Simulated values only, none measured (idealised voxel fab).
process module | voxel lift off
cross-section cut | 165 nm wide | cells 5 nm
A cross-section is a grid of square cells, given in bands from the top down. A band is one or more rows of cells.
Each band's line starts with the height of the band's top and of its bottom, in nm. Then come its materials from left to right, each with its width in nm. One material with "throughout" fills the band from edge to edge. "air" is empty space.
Height 0 is the level under which the wafer as received is all one material. The lowest band goes on downwards, as in "0 down".
A width such as "30 to 40" changes by the same amount from each row of cells to the next, from the band's top row to its bottom row.
"no change" after a step means that no cell of the cross-section changed.
closed voids: empty space of 8 cells or more with no open way to the top, each as width x height at its distance from the left edge, in nm
after a step's settings: what the simulator itself notes on the step
overlay nm, on a step with a mask: how far to the right of its planned place the mask lay; to the left if negative
plan
1 op RECEIVE | material Si
2 op CONFORMAL_DEP | material SiO2 | thk nm 15
3 op PATTERN | tone open | mask id LINES | material resist | width nm 20 | pitch nm 35 | thk nm 25 | overlay nm 0
4 op DIRECTIONAL_DEP | material Ru | thk nm 15
5 op STRIP | etch materials resist
6 op CONFORMAL_DEP | material SiN | thk nm 10
as received, after step 1
  0 down: Si throughout
  closed voids: none
first wafer at the end, as planned
  40 to 30: air 25 | SiN 110 | air 30
  30 to 25: air 25 | SiN 10 | Ru 20 | SiN 15 | Ru 20 | SiN 15 | Ru 20 | SiN 10 | air 30
  25 to 15: SiN 35 | Ru 20 | SiN 15 | Ru 20 | SiN 15 | Ru 20 | SiN 40
  15 to 0: SiO2 throughout
  0 down: Si throughout
  closed voids: none
second wafer at the end: like start, like plan, one mistake
  30 to 20: air 25 | SiN 110 | air 30
  20 to 15: air 25 | SiN 10 | Ru 20 | SiN 15 | Ru 20 | SiN 15 | Ru 20 | SiN 10 | air 30
  15 to 5: SiN 35 | Ru 20 | SiN 15 | Ru 20 | SiN 15 | Ru 20 | SiN 40
  5 to 0: SiO2 throughout
  0 down: Si throughout
  closed voids: none
what went wrong: step 2 ran as: op CONFORMAL_DEP | material SiO2 | thk nm 5
at the end the second wafer has, in cells: 66 fewer of SiO2
